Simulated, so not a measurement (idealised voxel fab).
process module | voxel released beams
cross-section cut | 265 nm wide | cells 5 nm
A cross-section is a grid of square cells, given in bands from the top down. A band is one or more rows of cells.
Each band's line starts with the height of the band's top and of its bottom, in nm. Then come its materials from left to right, each with its width in nm. One material with "throughout" fills the band from edge to edge. "air" is empty space.
Height 0 is the level under which the wafer as received is all one material. The lowest band goes on downwards, as in "0 down".
A width such as "30 to 40" changes by the same amount from each row of cells to the next, from the band's top row to its bottom row.
"no change" after a step means that no cell of the cross-section changed.
closed voids: empty space of 8 cells or more with no open way to the top, each as width x height at its distance from the left edge, in nm
after a step's settings: what the simulator itself notes on the step
overlay nm, on a step with a mask: how far to the right of its planned place the mask lay; to the left if negative
plan
1 op RECEIVE | material Si
2 op CONFORMAL_DEP | material SiN | thk nm 5
3 op DIRECTIONAL_DEP | material SiO2 | thk nm 20
4 op DIRECTIONAL_DEP | material aC | thk nm 10
5 op PATTERN | tone open | mask id ANCHOR | material resist | width nm 15 | thk nm 25 | overlay nm 0
6 op DIRECTIONAL_ETCH | etch materials aC | depth nm 10
7 op STRIP | etch materials resist
8 op DIRECTIONAL_ETCH | etch materials SiO2 | depth nm 20
9 op STRIP | etch materials aC
10 op CONFORMAL_DEP | material W | thk nm 10
11 op MASKED_ETCH | tone cover | mask id BEAM | width nm 95 | etch materials W | depth nm 10 | overlay nm 0
12 op STRIP | etch materials SiO2
varied across the wafers: width nm of step 5. The plan shows the first wafer's value. All wafers start alike
first wafer as received, after step 1
  0 down: Si throughout
  closed voids: none
first wafer at the end, after step 12
  35 to 25: air 80 | W 95 | air 90
  25 to 5: air 90 | W 15 | air 160
  5 to 0: SiN throughout
  0 down: Si throughout
  closed voids: none
last wafer at the end
  35 to 25: air 80 | W 10 | air 20 | W 65 | air 90
  25 to 15: air 80 | W 10 | air 20 | W 10 | air 145
  15 to 5: air 80 | W 40 | air 145
  5 to 0: SiN throughout
  0 down: Si throughout
  closed voids: none
each wafer at the end: cells of each material gained (+) or lost (-) since it was received, then its closed voids
width nm 15 | +53 SiN | +50 W | closed voids: none
width nm 20 | +53 SiN | +54 W | closed voids: none
width nm 25 | +53 SiN | +54 W | closed voids: none
width nm 30 | +53 SiN | +54 W | closed voids: none
width nm 35 | +53 SiN | +54 W | closed voids: none
width nm 40 | +53 SiN | +54 W | closed voids: none
